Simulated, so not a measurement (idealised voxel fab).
process module | voxel released beams
cross-section cut | 260 nm wide | cells 5 nm
A cross-section is a grid of square cells, given in bands from the top down. A band is one or more rows of cells.
Each band's line starts with the height of the band's top and of its bottom, in nm. Then come its materials from left to right, each with its width in nm. One material with "throughout" fills the band from edge to edge. "air" is empty space.
Height 0 is the level under which the wafer as received is all one material. The lowest band goes on downwards, as in "0 down".
A width such as "30 to 40" changes by the same amount from each row of cells to the next, from the band's top row to its bottom row.
"no change" after a step means that no cell of the cross-section changed.
closed voids: empty space of 8 cells or more with no open way to the top, each as width x height at its distance from the left edge, in nm
after a step's settings: what the simulator itself notes on the step
overlay nm, on a step with a mask: how far to the right of its planned place the mask lay; to the left if negative
plan
1 op RECEIVE | material Si
2 op CONFORMAL_DEP | material Al2O3 | thk nm 5
3 op DIRECTIONAL_DEP | material SiO2 | thk nm 15
4 op DIRECTIONAL_DEP | material aC | thk nm 10
5 op PATTERN | tone open | mask id ANCHOR | material resist | width nm 45 | thk nm 30 | overlay nm 0
6 op DIRECTIONAL_ETCH | etch materials aC | depth nm 10
7 op STRIP | etch materials resist
8 op DIRECTIONAL_ETCH | etch materials SiO2 | depth nm 15
9 op STRIP | etch materials aC
10 op CONFORMAL_DEP | material SiN | thk nm 15
11 op DIRECTIONAL_DEP | material aC | thk nm 10
12 op PATTERN | tone cover | mask id BEAM | material resist | width nm 120 | thk nm 30 | overlay nm 0
13 op DIRECTIONAL_ETCH | etch materials aC | depth nm 10
14 op STRIP | etch materials resist
15 op DIRECTIONAL_ETCH | etch materials SiN | depth nm 15
16 op STRIP | etch materials aC
17 op STRIP | etch materials SiO2
as received, after step 1
  0 down: Si throughout
  closed voids: none
first wafer at the end, as planned
  35 to 20: air 65 | SiN 20 | air 15 | SiN 85 | air 75
  20 to 5: air 70 | SiN 45 | air 145
  5 to 0: Al2O3 throughout
  0 down: Si throughout
  closed voids: none
second wafer at the end: like start, like plan, one mistake
  35 to 20: air 65 | SiN 120 | air 75
  20 to 15: Al2O3 throughout
  15 to 0: SiO2 throughout
  0 down: Si throughout
  closed voids: none
what went wrong: steps 2 and 3 were swapped
at the end the second wafer has, in cells: 18 fewer of SiN | 156 more of SiO2
